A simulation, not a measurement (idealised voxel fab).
Module name: voxel tone inversion (process module)
This is section cut - it's 225 nm across, gridded in 5 nm square cells.
Think of the cross-section as a grid of square cells. We describe it in bands, top to bottom, and each band covers one or more rows of those cells.
In this notation a band is specified by the heights of its top and bottom, in that order and in nm, after which its materials appear from left to right, each paired with its width in nm. The word "full width" attached to a single material means that material fills the band from edge to edge; the word "blank" stands for empty space.
Height 0 is the level under which the wafer as received is all one material. The lowest band goes on downwards, as in "0 and below".
You'd read "30->40" like this: the band's top row of cells is as wide as the first number, its bottom row is as wide as the second, and going down, every row changes width by the same amount as the row before did.
No cell of the cross-section changed in a step that is given as "nothing got changed".
In the "Sealed void listing" entry, you get each enclosed empty space of 8 cells or more, one with no open way to the top, written width x height at distance, distance from the left edge, in nm.
Read whatever lies past the settings on a step's line as the simulator's own remark about the step.
On any step carrying a mask, the "overlay nm" setting, if present on the step's line, tells how far right of its planned place the mask lay; negative values point to the left.

-- These are the steps we planned for the process
| 1 | RECEIVE with material Si |
| 2 | CONFORMAL_DEP with material SiCN, thk nm 5 |
| 3 | DIRECTIONAL_DEP with material polySi, thk nm 25 |
| 4 | PATTERN with tone cover, mask id POSTS, material resist, width nm 25, pitch nm 50, thk nm 35, overlay nm 0 |
| 5 | DIRECTIONAL_ETCH with etch materials polySi, depth nm 25 |
| 6 | STRIP with etch materials resist |
| 7 | FILL_DEP with material lowk, thk nm 5 |
| 8 | CMP with height nm 30 |
| 9 | STRIP with etch materials polySi |

-- First out of two wafers; run went to plan

-- Incoming wafer, cross-sectional view, post step 1
0 and below: Si full width
Sealed void listing: none

-- Wafer xsec, post step 2
5 down to 0: SiCN full width
All layers under 0 are left as they were.

-- Wafer xsec, post step 3
30 down to 5: polySi full width
All layers under 5 are left as they were.

-- Wafer xsec, post step 4
65 down to 30: blank 75  resist 25  blank 25  resist 25  blank 75
All layers under 30 are left as they were.

-- Wafer xsec, post step 5
65 down to 30: blank 75  resist 25  blank 25  resist 25  blank 75
30 down to 5: blank 75  polySi 25  blank 25  polySi 25  blank 75
All layers under 5 are left as they were.

-- Wafer xsec, post step 6
30 down to 5: blank 75  polySi 25  blank 25  polySi 25  blank 75
All layers under 5 are left as they were.

-- Wafer xsec, post step 7
35 down to 30: lowk full width
30 down to 5: lowk 75  polySi 25  lowk 25  polySi 25  lowk 75
All layers under 5 are left as they were.

-- Wafer xsec, post step 8
30 down to 5: lowk 75  polySi 25  lowk 25  polySi 25  lowk 75
All layers under 5 are left as they were.

-- Wafer xsec, post step 9
30 down to 5: lowk 75  blank 25  lowk 25  blank 25  lowk 75
All layers under 5 are left as they were.

-- Wafer two: like wafer one in start and plan, but with one mistake in execution; identical up to and including step 1

Cross-section of the second wafer corresponding to the planned conclusion of step 2: nothing got changed

-- Cross-section of the second wafer corresponding to the planned conclusion of step 3
25 down to 0: polySi full width
All layers under 0 are left as they were.

-- Cross-section of the second wafer corresponding to the planned conclusion of step 4
60 down to 25: blank 75  resist 25  blank 25  resist 25  blank 75
All layers under 25 are left as they were.

-- Cross-section of the second wafer corresponding to the planned conclusion of step 5
60 down to 25: blank 75  resist 25  blank 25  resist 25  blank 75
25 down to 0: blank 75  polySi 25  blank 25  polySi 25  blank 75
All layers under 0 are left as they were.

-- Cross-section of the second wafer corresponding to the planned conclusion of step 6
25 down to 0: blank 75  polySi 25  blank 25  polySi 25  blank 75
All layers under 0 are left as they were.

-- Cross-section of the second wafer corresponding to the planned conclusion of step 7
30 down to 25: lowk full width
25 down to 0: lowk 75  polySi 25  lowk 25  polySi 25  lowk 75
All layers under 0 are left as they were.

Cross-section of the second wafer corresponding to the planned conclusion of step 8: nothing got changed

Cross-section of the second wafer corresponding to the planned conclusion of step 9: nothing got changed
Error vs. plan: heads up, step 2 of the plan was skipped and never actually ran
Wrapping up, a cell-based count of both wafers puts the second over or under the first for these materials: -45 SiCN, +45 lowk, +50 polySi
